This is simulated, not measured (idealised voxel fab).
This section sets out a process module, namely voxel released beams.
The figure presents cross-section cut, which has a width of 190 nm and is divided into square cells with an edge length of 5 nm.
This document writes a cross-section as a grid whose cells are square, and gives it as bands, listed from the top down; one or more rows of cells form a band.
Heights first: top, then bottom, in nm. Then materials, left to right, each with a width in nm. "throughout" on a single material: fills the band edge to edge. "blank": empty space.
Heights are reckoned from 0. Under this level, the received wafer is all of one material. The bottommost band is open-ended downward, for example "0 and below".
The expression "30..40" gives the width at the extremes of the band, the first number at its top row of cells and the second at its bottom row, with the width changing by equal amounts from each row to the next in between.
Given "no modification" for a step, no cell of the cross-section differs between before and after that step.
Reported under the label "Closed-off voids" are the empty spaces having no open way to the top and comprising 8 cells or more; the notation for each is width x height at distance, in which the distance is measured from the left edge and all three values are in nm.
That trailing text on a step's line, after the settings, is the simulator's own remark on the step.
You can add "overlay nm" to a step's line. For a step with a mask, it describes how far the mask lay to the right of its planned position, and a negative number describes a lay to the left.

-- Steps in the process plan
1,RECEIVE,material Si
2,CONFORMAL_DEP,material Al2O3,thk nm 5
3,DIRECTIONAL_DEP,material SiO2,thk nm 20
4,MASKED_ETCH,tone open,mask id ANCHOR,width nm 35,etch materials SiO2,depth nm 20,overlay nm 0
5,CONFORMAL_DEP,material W,thk nm 15
6,DIRECTIONAL_DEP,material aC,thk nm 10
7,PATTERN,tone cover,mask id BEAM,material resist,width nm 115,thk nm 25,overlay nm 0
8,DIRECTIONAL_ETCH,etch materials aC,depth nm 10
9,STRIP,etch materials resist
10,DIRECTIONAL_ETCH,etch materials W,depth nm 15
11,STRIP,etch materials aC
12,STRIP,etch materials SiO2

-- This is the cross-section of the wafer as we received it, i.e. after step 1
  0 and below | Si throughout
  Closed-off voids: none

-- End-of-module XS, first of two wafers, run as planned
  40 down to 25 | blank 35 nm, then W 20 nm, then blank 5 nm, then W 90 nm, then blank 40 nm
  25 down to 20 | blank 40 nm, then W 15 nm, then blank 5 nm, then W 15 nm, then blank 115 nm
  20 down to 5 | blank 40 nm, then W 35 nm, then blank 115 nm
  5 down to 0 | Al2O3 throughout
  0 and below | Si throughout
  Closed-off voids: none

-- Here is the second of the two wafers cut open at the end of the module - same start, same plan as the first one, but we made one mistake running it
  55 down to 40 | blank 35 nm, then W 115 nm, then blank 40 nm
  40 down to 25 | W throughout
  25 down to 5 | SiO2 40 nm, then W 35 nm, then SiO2 115 nm
  5 down to 0 | Al2O3 throughout
  0 and below | Si throughout
  Closed-off voids: none
Processing error: the plan's step 5 ran twice
The second wafer ends with more or fewer cells of some materials than the first, per final count: +124 SiO2, +118 W
